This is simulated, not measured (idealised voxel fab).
Process module heading - voxel fin reveal
Section shown: cut. Width: 145 nm. Cell size: 5 nm, square.
Cross-section layout: square cells on a grid; listed as bands, top to bottom; a band spans one or more cell rows. This entry defines a band. It first specifies the height of the band's top and the height of its bottom in nm, and then specifies the band's materials from left to right, stating each material with its width in nm. The word "edge to edge" identifies a single material that fills the band from edge to edge, while the word "empty" identifies empty space. Height 0 is the level under which the wafer as received is all one material. The lowest band goes on downwards, as in "0 down". A width such as "30 to 40" changes by the same amount from each row of cells to the next, from the band's top row to its bottom row. Where a step carries "changes: none", the cross-section came out of it unchanged, cell for cell. Any empty space of 8 cells or more lacking an open way to the top shows up in "Enclosed internal voids" as width x height at distance, distance from the left edge, in nm. Post-settings text on a step line: simulator's own remark regarding the step. The line of a step may include "overlay nm". On a step with a mask, this value is how far to the right of its planned place the mask lay. A negative value means the mask lay to the left.
Process steps foreseen in the plan:
- 1: RECEIVE, material Si
- 2: CONFORMAL_DEP, material SiN, thk nm 10
- 3: PATTERN, tone cover, mask id FINS, material resist, width nm 15, pitch nm 40, thk nm 20, overlay nm 0
- 4: DIRECTIONAL_ETCH, etch materials SiN, depth nm 10
- 5: DIRECTIONAL_ETCH, etch materials Si, depth nm 35
- 6: STRIP, etch materials resist
- 7: FILL_DEP, material SiO2, thk nm 5
- 8: CMP, height nm 10
- 9: SELECTIVE_ETCH, etch materials SiO2, depth nm 20
- 10: STRIP, etch materials SiN
- 11: CONFORMAL_DEP, material HfO2, thk nm 5
This is the cross-section of the wafer as we received it, i.e. after step 1:
0 down: Si edge to edge
Enclosed internal voids: none
Cross-sectional result after module completion. Note: starting condition and plan are unchanged from above; one processing mistake was made:
5 to 0: 50 nm HfO2, 5 nm empty, 35 nm HfO2, 5 nm empty, 50 nm HfO2
0 to -5: 45 nm Si, 5 nm HfO2, 5 nm empty, 5 nm HfO2, 25 nm Si, 5 nm HfO2, 5 nm empty, 5 nm HfO2, 45 nm Si
-5 to -10: 45 nm Si, 15 nm HfO2, 25 nm Si, 15 nm HfO2, 45 nm Si
-10 to -35: 45 nm Si, 15 nm SiO2, 25 nm Si, 15 nm SiO2, 45 nm Si
-35 down: Si edge to edge
Enclosed internal voids: none
Which mistake was made when the wafer was run? planned and actual differ for step 3; actual: PATTERN, tone open, mask id FINS, material resist, width nm 15, pitch nm 40, thk nm 20, overlay nm 0
